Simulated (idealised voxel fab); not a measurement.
process module | voxel wiring stack
cross-section cut | 260 nm wide | cells 5 nm
A cross-section is a grid of square cells, given in bands from the top down. A band is one or more rows of cells.
Each band's line starts with the height of the band's top and of its bottom, in nm. Then come its materials from left to right, each with its width in nm. One material with "throughout" fills the band from edge to edge. "air" is empty space.
Height 0 is the level under which the wafer as received is all one material. The lowest band goes on downwards, as in "0 down".
A width such as "30 to 40" changes by the same amount from each row of cells to the next, from the band's top row to its bottom row.
"no change" after a step means that no cell of the cross-section changed.
closed voids: empty space of 8 cells or more with no open way to the top, each as width x height at its distance from the left edge, in nm
after a step's settings: what the simulator itself notes on the step
overlay nm, on a step with a mask: how far to the right of its planned place the mask lay; to the left if negative
plan
1 op RECEIVE | material Si
2 op CONFORMAL_DEP | material SiO2 | thk nm 10
3 op CONFORMAL_DEP | material SiCN | thk nm 5
4 op DIRECTIONAL_DEP | material lowk | thk nm 20
5 op PATTERN | tone open | mask id METAL_1 | material resist | width nm 30 | pitch nm 55 | thk nm 15 | overlay nm 0
6 op DIRECTIONAL_ETCH | etch materials lowk | depth nm 20
7 op DIRECTIONAL_ETCH | etch materials SiCN | depth nm 5
8 op STRIP | etch materials resist
9 op CONFORMAL_DEP | material TiN | thk nm 5
10 op FILL_DEP | material W | thk nm 5
11 op CMP | height nm 35
12 op CONFORMAL_DEP | material SiCN | thk nm 5
13 op DIRECTIONAL_DEP | material SiO2 | thk nm 30
14 op PATTERN | tone open | mask id METAL_2 | material resist | width nm 30 | pitch nm 55 | thk nm 15 | overlay nm 0
15 op DIRECTIONAL_ETCH | etch materials SiO2 | depth nm 15
16 op STRIP | etch materials resist
17 op DIRECTIONAL_DEP | material aC | thk nm 15
18 op PATTERN | tone open | mask id METAL_2_HOLES | material resist | width nm 15 | pitch nm 110 | thk nm 30 | overlay nm 0
19 op DIRECTIONAL_ETCH | etch materials aC | depth nm 15
20 op STRIP | etch materials resist
21 op DIRECTIONAL_ETCH | etch materials SiO2 | depth nm 15
22 op DIRECTIONAL_ETCH | etch materials SiCN | depth nm 5
23 op STRIP | etch materials aC
24 op CONFORMAL_DEP | material TiN | thk nm 5
25 op FILL_DEP | material Ru | thk nm 5
26 op CMP | height nm 70
27 op CONFORMAL_DEP | material SiCN | thk nm 5
as received, after step 1
  0 down: Si throughout
  closed voids: none
first wafer at the end, as planned
  75 to 70: SiCN throughout
  70 to 60: SiO2 60 | TiN 5 | Ru 20 | TiN 5 | SiO2 25 | TiN 5 | Ru 20 | TiN 5 | SiO2 25 | TiN 5 | Ru 20 | TiN 5 | SiO2 60
  60 to 55: SiO2 60 | TiN 5 | Ru 5 | TiN 20 | SiO2 25 | TiN 30 | SiO2 25 | TiN 5 | Ru 5 | TiN 20 | SiO2 60
  55 to 40: SiO2 60 | TiN 5 | Ru 5 | TiN 5 | SiO2 95 | TiN 5 | Ru 5 | TiN 5 | SiO2 75
  40 to 35: SiCN 60 | TiN 15 | SiCN 95 | TiN 15 | SiCN 75
  35 to 15: lowk 60 | TiN 5 | W 20 | TiN 5 | lowk 25 | TiN 5 | W 20 | TiN 5 | lowk 25 | TiN 5 | W 20 | TiN 5 | lowk 60
  15 to 10: SiCN 60 | TiN 30 | SiCN 25 | TiN 30 | SiCN 25 | TiN 30 | SiCN 60
  10 to 0: SiO2 throughout
  0 down: Si throughout
  closed voids: none
second wafer at the end: like start, like plan, one mistake
  75 to 70: SiCN throughout
  70 to 40: SiO2 throughout
  40 to 35: SiCN throughout
  35 to 15: lowk 60 | TiN 5 | W 20 | TiN 5 | lowk 25 | TiN 5 | W 20 | TiN 5 | lowk 25 | TiN 5 | W 20 | TiN 5 | lowk 60
  15 to 10: SiCN 60 | TiN 30 | SiCN 25 | TiN 30 | SiCN 25 | TiN 30 | SiCN 60
  10 to 0: SiO2 throughout
  0 down: Si throughout
  closed voids: none
what went wrong: step 13 was run twice
at the end the second wafer has, in cells: 32 fewer of Ru | 6 more of SiCN | 72 more of SiO2 | 46 fewer of TiN
